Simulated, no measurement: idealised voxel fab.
The following is a process module called voxel capacitor over wiring.
The cross-section on display is named cut; it measures 210 nm wide, and its cells are 5 nm squares.
If you're reading a cross-section in this doc, picture square cells in a grid; it comes to you as bands, top ones listed first down to the bottom, and a band can be one or more rows of cells.
Band: top and bottom heights (nm) first, top before bottom; then materials from left to right, widths in nm. "all across" marks a sole material filling the band edge to edge. "air" denotes empty space.
Height is counted from the level 0, under which the received wafer is composed throughout of one material. The lowest of the bands is not closed at the bottom but continues downward, in the notation "0..down".
So if you see something like "30 to 40" for the width, read it as the top row of the band sitting at the first number and the bottom row at the second, with every row in between moving by the same amount as the last.
What does "remained unchanged" mean for a step? It means no cell of the cross-section changed in that step.
Entry "Closed void register" = empty spaces >= 8 cells with no open way to the top; each as width x height at distance, distance from left edge, all nm.
Post-settings text on a step line: simulator's own remark regarding the step.
"overlay nm" answers the question of how far to the right of plan the mask lay on a step that has a mask, and when it is negative the answer is to the left.

The planned process steps are enumerated hereunder:
- 1: RECEIVE [material Si]
- 2: CONFORMAL_DEP [material SiO2] [thk nm 10]
- 3: CONFORMAL_DEP [material SiCN] [thk nm 5]
- 4: DIRECTIONAL_DEP [material SiO2] [thk nm 25]
- 5: PATTERN [tone open] [mask id METAL_1] [material resist] [width nm 25] [pitch nm 80] [thk nm 20] [overlay nm 0]
- 6: DIRECTIONAL_ETCH [etch materials SiO2] [depth nm 25]
- 7: DIRECTIONAL_ETCH [etch materials SiCN] [depth nm 5]
- 8: STRIP [etch materials resist]
- 9: CONFORMAL_DEP [material TiN] [thk nm 5]
- 10: FILL_DEP [material Ru] [thk nm 10]
- 11: CMP [height nm 40]
- 12: CONFORMAL_DEP [material SiCN] [thk nm 5]
- 13: DIRECTIONAL_DEP [material lowk] [thk nm 15]
- 14: PATTERN [tone open] [mask id PLUG_1] [material resist] [width nm 15] [thk nm 15] [overlay nm 0]
- 15: DIRECTIONAL_ETCH [etch materials lowk] [depth nm 15]
- 16: DIRECTIONAL_ETCH [etch materials SiCN] [depth nm 5]
- 17: STRIP [etch materials resist]
- 18: EPI [material Ru] [thk nm 10]
- 19: EPI [material Ru] [thk nm 10]
- 20: DIRECTIONAL_DEP [material TiN] [thk nm 10]
- 21: DIRECTIONAL_DEP [material Al2O3] [thk nm 5]
- 22: DIRECTIONAL_DEP [material TiN] [thk nm 10]
- 23: DIRECTIONAL_DEP [material aC] [thk nm 10]
- 24: PATTERN [tone cover] [mask id UPPER_PLATE] [material resist] [width nm 60] [thk nm 25] [overlay nm 0]
- 25: DIRECTIONAL_ETCH [etch materials aC] [depth nm 10]
- 26: STRIP [etch materials resist]
- 27: DIRECTIONAL_ETCH [etch materials TiN] [depth nm 10]
- 28: DIRECTIONAL_ETCH [etch materials Al2O3] [depth nm 5]
- 29: STRIP [etch materials aC]
- 30: DIRECTIONAL_DEP [material aC] [thk nm 15]
- 31: PATTERN [tone cover] [mask id LOWER_PLATE] [material resist] [width nm 70] [thk nm 30] [overlay nm 0]
- 32: DIRECTIONAL_ETCH [etch materials aC] [depth nm 15]
- 33: STRIP [etch materials resist]
- 34: DIRECTIONAL_ETCH [etch materials TiN] [depth nm 10]
- 35: STRIP [etch materials aC]
- 36: FILL_DEP [material SiO2] [thk nm 15]
- 37: CMP [height nm 95]
- 38: DIRECTIONAL_DEP [material aC] [thk nm 10]
- 39: PATTERN [tone open] [mask id PLUG_2] [material resist] [width nm 15] [thk nm 25] [overlay nm 0]
- 40: DIRECTIONAL_ETCH [etch materials aC] [depth nm 10]
- 41: STRIP [etch materials resist]
- 42: DIRECTIONAL_ETCH [etch materials SiO2] [depth nm 10]
- 43: STRIP [etch materials aC]
- 44: CONFORMAL_DEP [material TiN] [thk nm 5]
- 45: FILL_DEP [material Cu] [thk nm 5]
- 46: CMP [height nm 95]
- 47: CONFORMAL_DEP [material SiN] [thk nm 5]

Wafer, first of two, run as planned:

So this is the incoming wafer in cross-section - it's already been through step 1:
* 0..down: Si all across
* Closed void register: none

Wafer xsec, post step 2:
* 10..0: SiO2 all across
* Rest of section, below 0: as before.

Wafer xsec, post step 3:
* 15..10: SiCN all across
* Rest of section, below 10: as before.

Wafer xsec, post step 4:
* 40..15: SiO2 all across
* Rest of section, below 15: as before.

Wafer xsec, post step 5:
* 60..40: resist (50) / air (25) / resist (55) / air (25) / resist (55)
* Rest of section, below 40: as before.

Wafer xsec, post step 6:
* 60..40: resist (50) / air (25) / resist (55) / air (25) / resist (55)
* 40..15: SiO2 (50) / air (25) / SiO2 (55) / air (25) / SiO2 (55)
* Rest of section, below 15: as before.

Wafer xsec, post step 7:
* 60..40: resist (50) / air (25) / resist (55) / air (25) / resist (55)
* 40..15: SiO2 (50) / air (25) / SiO2 (55) / air (25) / SiO2 (55)
* 15..10: SiCN (50) / air (25) / SiCN (55) / air (25) / SiCN (55)
* Rest of section, below 10: as before.

Wafer xsec, post step 8:
* 40..15: SiO2 (50) / air (25) / SiO2 (55) / air (25) / SiO2 (55)
* Rest of section, below 15: as before.

Wafer xsec, post step 9:
* 45..40: TiN (55) / air (15) / TiN (65) / air (15) / TiN (60)
* 40..15: SiO2 (50) / TiN (5) / air (15) / TiN (5) / SiO2 (55) / TiN (5) / air (15) / TiN (5) / SiO2 (55)
* 15..10: SiCN (50) / TiN (25) / SiCN (55) / TiN (25) / SiCN (55)
* Rest of section, below 10: as before.

Wafer xsec, post step 10:
* 55..45: Ru all across
* 45..40: TiN (55) / Ru (15) / TiN (65) / Ru (15) / TiN (60)
* 40..15: SiO2 (50) / TiN (5) / Ru (15) / TiN (5) / SiO2 (55) / TiN (5) / Ru (15) / TiN (5) / SiO2 (55)
* Rest of section, below 15: as before.

Wafer xsec, post step 11:
* 40..15: SiO2 (50) / TiN (5) / Ru (15) / TiN (5) / SiO2 (55) / TiN (5) / Ru (15) / TiN (5) / SiO2 (55)
* Rest of section, below 15: as before.

Wafer xsec, post step 12:
* 45..40: SiCN all across
* Rest of section, below 40: as before.

Wafer xsec, post step 13:
* 60..45: lowk all across
* Rest of section, below 45: as before.

Wafer xsec, post step 14:
* 75..60: resist (60) / air (15) / resist (135)
* Rest of section, below 60: as before.

Wafer xsec, post step 15:
* 75..60: resist (60) / air (15) / resist (135)
* 60..45: lowk (60) / air (15) / lowk (135)
* Rest of section, below 45: as before.

Wafer xsec, post step 16:
* 75..60: resist (60) / air (15) / resist (135)
* 60..45: lowk (60) / air (15) / lowk (135)
* 45..40: SiCN (60) / air (15) / SiCN (135)
* Rest of section, below 40: as before.

Wafer xsec, post step 17:
* 60..45: lowk (60) / air (15) / lowk (135)
* Rest of section, below 45: as before.

Wafer xsec, post step 18:
* 60..50: lowk (60) / air (15) / lowk (135)
* 50..45: lowk (60) / Ru (15) / lowk (135)
* 45..40: SiCN (60) / Ru (15) / SiCN (135)
* Rest of section, below 40: as before.

Wafer xsec, post step 19:
* 60..45: lowk (60) / Ru (15) / lowk (135)
* Rest of section, below 45: as before.

Wafer xsec, post step 20:
* 70..60: TiN all across
* Rest of section, below 60: as before.

Wafer xsec, post step 21:
* 75..70: Al2O3 all across
* Rest of section, below 70: as before.

Wafer xsec, post step 22:
* 85..75: TiN all across
* Rest of section, below 75: as before.

Wafer xsec, post step 23:
* 95..85: aC all across
* Rest of section, below 85: as before.

Wafer xsec, post step 24:
* 120..95: air (60) / resist (60) / air (90)
* Rest of section, below 95: as before.

Wafer xsec, post step 25:
* 110..95: air (60) / resist (60) / air (90)
* 95..85: air (60) / aC (60) / air (90)
* Rest of section, below 85: as before.

Wafer xsec, post step 26:
* 95..85: air (60) / aC (60) / air (90)
* Rest of section, below 85: as before.

Wafer xsec, post step 27:
* 95..85: air (60) / aC (60) / air (90)
* 85..75: air (60) / TiN (60) / air (90)
* Rest of section, below 75: as before.

Wafer xsec, post step 28:
* 95..85: air (60) / aC (60) / air (90)
* 85..75: air (60) / TiN (60) / air (90)
* 75..70: air (60) / Al2O3 (60) / air (90)
* Rest of section, below 70: as before.

Wafer xsec, post step 29:
* 85..75: air (60) / TiN (60) / air (90)
* Rest of section, below 75: as before.

Wafer xsec, post step 30:
* 100..85: air (60) / aC (60) / air (90)
* 85..75: aC (60) / TiN (60) / aC (90)
* 75..70: aC (60) / Al2O3 (60) / aC (90)
* Rest of section, below 70: as before.

Wafer xsec, post step 31:
* 130..100: air (55) / resist (70) / air (85)
* 100..85: air (55) / resist (5) / aC (60) / resist (5) / air (85)
* Rest of section, below 85: as before.

Wafer xsec, post step 32:
* 115..100: air (55) / resist (70) / air (85)
* 100..85: air (55) / resist (5) / aC (60) / resist (5) / air (85)
* 85..75: air (55) / aC (5) / TiN (60) / aC (5) / air (85)
* 75..70: air (55) / aC (5) / Al2O3 (60) / aC (5) / air (85)
* Rest of section, below 70: as before.

Wafer xsec, post step 33:
* 100..85: air (60) / aC (60) / air (90)
* Rest of section, below 85: as before.

Wafer xsec, post step 34:
* 100..85: air (60) / aC (60) / air (90)
* 85..75: air (55) / aC (5) / TiN (60) / aC (5) / air (85)
* 75..70: air (55) / aC (5) / Al2O3 (60) / aC (5) / air (85)
* 70..60: air (55) / TiN (70) / air (85)
* Rest of section, below 60: as before.

Wafer xsec, post step 35:
* 85..75: air (60) / TiN (60) / air (90)
* 75..70: air (60) / Al2O3 (60) / air (90)
* Rest of section, below 70: as before.

Wafer xsec, post step 36:
* 100..85: SiO2 all across
* 85..75: SiO2 (60) / TiN (60) / SiO2 (90)
* 75..70: SiO2 (60) / Al2O3 (60) / SiO2 (90)
* 70..60: SiO2 (55) / TiN (70) / SiO2 (85)
* Rest of section, below 60: as before.

Wafer xsec, post step 37:
* 95..85: SiO2 all across
* Rest of section, below 85: as before.

Wafer xsec, post step 38:
* 105..95: aC all across
* Rest of section, below 95: as before.

Wafer xsec, post step 39:
* 130..105: resist (70) / air (15) / resist (125)
* Rest of section, below 105: as before.

Wafer xsec, post step 40:
* 120..105: resist (70) / air (15) / resist (125)
* 105..95: aC (70) / air (15) / aC (125)
* Rest of section, below 95: as before.

Wafer xsec, post step 41:
* 105..95: aC (70) / air (15) / aC (125)
* Rest of section, below 95: as before.

Wafer xsec, post step 42:
* 105..95: aC (70) / air (15) / aC (125)
* 95..85: SiO2 (70) / air (15) / SiO2 (125)
* Rest of section, below 85: as before.

Wafer xsec, post step 43:
* 95..85: SiO2 (70) / air (15) / SiO2 (125)
* Rest of section, below 85: as before.

Wafer xsec, post step 44:
* 100..95: TiN (75) / air (5) / TiN (130)
* 95..90: SiO2 (70) / TiN (5) / air (5) / TiN (5) / SiO2 (125)
* 90..85: SiO2 (70) / TiN (15) / SiO2 (125)
* Rest of section, below 85: as before.

Wafer xsec, post step 45:
* 105..100: Cu all across
* 100..95: TiN (75) / Cu (5) / TiN (130)
* 95..90: SiO2 (70) / TiN (5) / Cu (5) / TiN (5) / SiO2 (125)
* Rest of section, below 90: as before.

Wafer xsec, post step 46:
* 95..90: SiO2 (70) / TiN (5) / Cu (5) / TiN (5) / SiO2 (125)
* Rest of section, below 90: as before.

Wafer xsec, post step 47:
* 100..95: SiN all across
* Rest of section, below 95: as before.

The second wafer: identical to the first at the outset and in its planned sequence, differing only in that one mistake was made during processing; up to and including step 4, its path is the first wafer's path:

The second wafer cut through, at the time step 5 was supposed to be finished:
* 60..40: resist (55) / air (20) / resist (60) / air (20) / resist (55)
* Rest of section, below 40: as before.

The second wafer cut through, at the time step 6 was supposed to be finished:
* 60..40: resist (55) / air (20) / resist (60) / air (20) / resist (55)
* 40..15: SiO2 (55) / air (20) / SiO2 (60) / air (20) / SiO2 (55)
* Rest of section, below 15: as before.

The second wafer cut through, at the time step 7 was supposed to be finished:
* 60..40: resist (55) / air (20) / resist (60) / air (20) / resist (55)
* 40..15: SiO2 (55) / air (20) / SiO2 (60) / air (20) / SiO2 (55)
* 15..10: SiCN (55) / air (20) / SiCN (60) / air (20) / SiCN (55)
* Rest of section, below 10: as before.

The second wafer cut through, at the time step 8 was supposed to be finished:
* 40..15: SiO2 (55) / air (20) / SiO2 (60) / air (20) / SiO2 (55)
* Rest of section, below 15: as before.

The second wafer cut through, at the time step 9 was supposed to be finished:
* 45..40: TiN (60) / air (10) / TiN (70) / air (10) / TiN (60)
* 40..15: SiO2 (55) / TiN (5) / air (10) / TiN (5) / SiO2 (60) / TiN (5) / air (10) / TiN (5) / SiO2 (55)
* 15..10: SiCN (55) / TiN (20) / SiCN (60) / TiN (20) / SiCN (55)
* Rest of section, below 10: as before.

The second wafer cut through, at the time step 10 was supposed to be finished:
* 55..45: Ru all across
* 45..40: TiN (60) / Ru (10) / TiN (70) / Ru (10) / TiN (60)
* 40..15: SiO2 (55) / TiN (5) / Ru (10) / TiN (5) / SiO2 (60) / TiN (5) / Ru (10) / TiN (5) / SiO2 (55)
* Rest of section, below 15: as before.

The second wafer cut through, at the time step 11 was supposed to be finished:
* 40..15: SiO2 (55) / TiN (5) / Ru (10) / TiN (5) / SiO2 (60) / TiN (5) / Ru (10) / TiN (5) / SiO2 (55)
* Rest of section, below 15: as before.

The second wafer cut through, at the time step 12 was supposed to be finished:
* 45..40: SiCN all across
* Rest of section, below 40: as before.

The second wafer cut through, at the time step 13 was supposed to be finished:
* 60..45: lowk all across
* Rest of section, below 45: as before.

The second wafer cut through, at the time step 14 was supposed to be finished:
* 75..60: resist (60) / air (15) / resist (135)
* Rest of section, below 60: as before.

The second wafer cut through, at the time step 15 was supposed to be finished:
* 75..60: resist (60) / air (15) / resist (135)
* 60..45: lowk (60) / air (15) / lowk (135)
* Rest of section, below 45: as before.

The second wafer cut through, at the time step 16 was supposed to be finished:
* 75..60: resist (60) / air (15) / resist (135)
* 60..45: lowk (60) / air (15) / lowk (135)
* 45..40: SiCN (60) / air (15) / SiCN (135)
* Rest of section, below 40: as before.

The second wafer cut through, at the time step 17 was supposed to be finished:
* 60..45: lowk (60) / air (15) / lowk (135)
* Rest of section, below 45: as before.

The second wafer cut through, at the time step 18 was supposed to be finished:
* 60..50: lowk (60) / air (15) / lowk (135)
* 50..45: lowk (60) / Ru (15) / lowk (135)
* 45..40: SiCN (60) / Ru (15) / SiCN (135)
* Rest of section, below 40: as before.

The second wafer cut through, at the time step 19 was supposed to be finished:
* 60..45: lowk (60) / Ru (15) / lowk (135)
* Rest of section, below 45: as before.

The second wafer cut through, at the time step 20 was supposed to be finished:
* 70..60: TiN all across
* Rest of section, below 60: as before.

The second wafer cut through, at the time step 21 was supposed to be finished:
* 75..70: Al2O3 all across
* Rest of section, below 70: as before.

The second wafer cut through, at the time step 22 was supposed to be finished:
* 85..75: TiN all across
* Rest of section, below 75: as before.

The second wafer cut through, at the time step 23 was supposed to be finished:
* 95..85: aC all across
* Rest of section, below 85: as before.

The second wafer cut through, at the time step 24 was supposed to be finished:
* 120..95: air (60) / resist (60) / air (90)
* Rest of section, below 95: as before.

The second wafer cut through, at the time step 25 was supposed to be finished:
* 110..95: air (60) / resist (60) / air (90)
* 95..85: air (60) / aC (60) / air (90)
* Rest of section, below 85: as before.

The second wafer cut through, at the time step 26 was supposed to be finished:
* 95..85: air (60) / aC (60) / air (90)
* Rest of section, below 85: as before.

The second wafer cut through, at the time step 27 was supposed to be finished:
* 95..85: air (60) / aC (60) / air (90)
* 85..75: air (60) / TiN (60) / air (90)
* Rest of section, below 75: as before.

The second wafer cut through, at the time step 28 was supposed to be finished:
* 95..85: air (60) / aC (60) / air (90)
* 85..75: air (60) / TiN (60) / air (90)
* 75..70: air (60) / Al2O3 (60) / air (90)
* Rest of section, below 70: as before.

The second wafer cut through, at the time step 29 was supposed to be finished:
* 85..75: air (60) / TiN (60) / air (90)
* Rest of section, below 75: as before.

The second wafer cut through, at the time step 30 was supposed to be finished:
* 100..85: air (60) / aC (60) / air (90)
* 85..75: aC (60) / TiN (60) / aC (90)
* 75..70: aC (60) / Al2O3 (60) / aC (90)
* Rest of section, below 70: as before.

The second wafer cut through, at the time step 31 was supposed to be finished:
* 130..100: air (55) / resist (70) / air (85)
* 100..85: air (55) / resist (5) / aC (60) / resist (5) / air (85)
* Rest of section, below 85: as before.

The second wafer cut through, at the time step 32 was supposed to be finished:
* 115..100: air (55) / resist (70) / air (85)
* 100..85: air (55) / resist (5) / aC (60) / resist (5) / air (85)
* 85..75: air (55) / aC (5) / TiN (60) / aC (5) / air (85)
* 75..70: air (55) / aC (5) / Al2O3 (60) / aC (5) / air (85)
* Rest of section, below 70: as before.

The second wafer cut through, at the time step 33 was supposed to be finished:
* 100..85: air (60) / aC (60) / air (90)
* Rest of section, below 85: as before.

The second wafer cut through, at the time step 34 was supposed to be finished:
* 100..85: air (60) / aC (60) / air (90)
* 85..75: air (55) / aC (5) / TiN (60) / aC (5) / air (85)
* 75..70: air (55) / aC (5) / Al2O3 (60) / aC (5) / air (85)
* 70..60: air (55) / TiN (70) / air (85)
* Rest of section, below 60: as before.

The second wafer cut through, at the time step 35 was supposed to be finished:
* 85..75: air (60) / TiN (60) / air (90)
* 75..70: air (60) / Al2O3 (60) / air (90)
* Rest of section, below 70: as before.

The second wafer cut through, at the time step 36 was supposed to be finished:
* 100..85: SiO2 all across
* 85..75: SiO2 (60) / TiN (60) / SiO2 (90)
* 75..70: SiO2 (60) / Al2O3 (60) / SiO2 (90)
* 70..60: SiO2 (55) / TiN (70) / SiO2 (85)
* Rest of section, below 60: as before.

The second wafer cut through, at the time step 37 was supposed to be finished:
* 95..85: SiO2 all across
* Rest of section, below 85: as before.

The second wafer cut through, at the time step 38 was supposed to be finished:
* 105..95: aC all across
* Rest of section, below 95: as before.

The second wafer cut through, at the time step 39 was supposed to be finished:
* 130..105: resist (70) / air (15) / resist (125)
* Rest of section, below 105: as before.

The second wafer cut through, at the time step 40 was supposed to be finished:
* 120..105: resist (70) / air (15) / resist (125)
* 105..95: aC (70) / air (15) / aC (125)
* Rest of section, below 95: as before.

The second wafer cut through, at the time step 41 was supposed to be finished:
* 105..95: aC (70) / air (15) / aC (125)
* Rest of section, below 95: as before.

The second wafer cut through, at the time step 42 was supposed to be finished:
* 105..95: aC (70) / air (15) / aC (125)
* 95..85: SiO2 (70) / air (15) / SiO2 (125)
* Rest of section, below 85: as before.

The second wafer cut through, at the time step 43 was supposed to be finished:
* 95..85: SiO2 (70) / air (15) / SiO2 (125)
* Rest of section, below 85: as before.

The second wafer cut through, at the time step 44 was supposed to be finished:
* 100..95: TiN (75) / air (5) / TiN (130)
* 95..90: SiO2 (70) / TiN (5) / air (5) / TiN (5) / SiO2 (125)
* 90..85: SiO2 (70) / TiN (15) / SiO2 (125)
* Rest of section, below 85: as before.

The second wafer cut through, at the time step 45 was supposed to be finished:
* 105..100: Cu all across
* 100..95: TiN (75) / Cu (5) / TiN (130)
* 95..90: SiO2 (70) / TiN (5) / Cu (5) / TiN (5) / SiO2 (125)
* Rest of section, below 90: as before.

The second wafer cut through, at the time step 46 was supposed to be finished:
* 95..90: SiO2 (70) / TiN (5) / Cu (5) / TiN (5) / SiO2 (125)
* Rest of section, below 90: as before.

The second wafer cut through, at the time step 47 was supposed to be finished:
* 100..95: SiN all across
* Rest of section, below 95: as before.
Diagnosis: step 5 was processed under conditions differing from the plan, specifically as PATTERN [tone open] [mask id METAL_1] [material resist] [width nm 20] [pitch nm 80] [thk nm 20] [overlay nm 0]
Wrapping up, a cell-based count of both wafers puts the second over or under the first for these materials: Ru -10, SiCN +2, SiO2 +10, TiN -2
